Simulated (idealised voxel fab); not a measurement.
The name of this process module is voxel gate over fins.
Section shown: cut. Width: 255 nm. Cell size: 5 nm, square.
Square cells in a grid make up a cross-section in this document, and the grid is given as bands, listed from the top down, each one or more rows of cells.
Basically the band line says how high the top is and how high the bottom is, in nm, and then what's in it from left to right, every material with its width in nm. Empty space shows up as "empty", and if a single material carries "all across" it runs the full band edge to edge.
Convention: height 0 is the level below which the wafer, as received, is all one material. The lowest band does not terminate at the bottom but continues downward, represented as "z 0 and below".
When a width is written as two numbers, as in "30->40", the first number is the width in the top row of cells of the band and the second is the width in its bottom row, and the width changes by the same amount from each row to the next.
Basically "no alteration" means that step didn't change any cell in the cross-section.
Closed empty spaces (no open way to the top) of 8 cells or more are what "Unvented cavities" lists, each as width x height at distance from the left edge, nm for all three.
On a step's line, text after the settings is the simulator commenting on that step.
"overlay nm" on a masked step: distance the mask lay right of its planned place, negative for left.

Here's what the planned process steps look like
1 RECEIVE [material Si]
2 CONFORMAL_DEP [material SiN] [thk nm 10]
3 MASKED_ETCH [tone cover] [mask id FINS] [width nm 15] [pitch nm 45] [etch materials SiN] [depth nm 10] [overlay nm 0]
4 MASKED_ETCH [tone cover] [mask id FINS] [width nm 15] [pitch nm 45] [etch materials Si] [depth nm 30] [overlay nm 0]
5 OXIDIZE [depth nm 5]
6 FILL_DEP [material SiO2] [thk nm 10]
7 CMP [height nm 10]
8 SELECTIVE_ETCH [etch materials SiO2] [depth nm 25]
9 STRIP [etch materials SiN]
10 CONFORMAL_DEP [material HfO2] [thk nm 5]
11 CONFORMAL_DEP [material TiN] [thk nm 5]
12 FILL_DEP [material W] [thk nm 15]
13 CMP [height nm 20]
14 CONFORMAL_DEP [material SiN] [thk nm 10]

Delivered wafer in cross-section: state after step 1
* z 0 and below = Si all across
* Unvented cavities: none

One mistake in running the module, otherwise start and plan as above: cross-section at the end
* z 30 to 20 = SiN all across
* z 20 to 10 = W all across
* z 10 to 5 = W 90 nm, then TiN 25 nm, then W 20 nm, then TiN 25 nm, then W 95 nm
* z 5 to 0 = W 90 nm, then TiN 5 nm, then HfO2 15 nm, then TiN 5 nm, then W 20 nm, then TiN 5 nm, then HfO2 15 nm, then TiN 5 nm, then W 95 nm
* z 0 to -25 = W 90 nm, then TiN 5 nm, then HfO2 5 nm, then Si 5 nm, then HfO2 5 nm, then TiN 5 nm, then W 20 nm, then TiN 5 nm, then HfO2 5 nm, then Si 5 nm, then HfO2 5 nm, then TiN 5 nm, then W 95 nm
* z -25 to -30 = TiN 95 nm, then HfO2 5 nm, then Si 5 nm, then HfO2 5 nm, then TiN 30 nm, then HfO2 5 nm, then Si 5 nm, then HfO2 5 nm, then TiN 100 nm
* z -30 to -35 = HfO2 100 nm, then Si 5 nm, then HfO2 40 nm, then Si 5 nm, then HfO2 105 nm
* z -35 and below = Si all across
* Unvented cavities: none
Here's what went sideways: yeah, plan step 8 got run twice
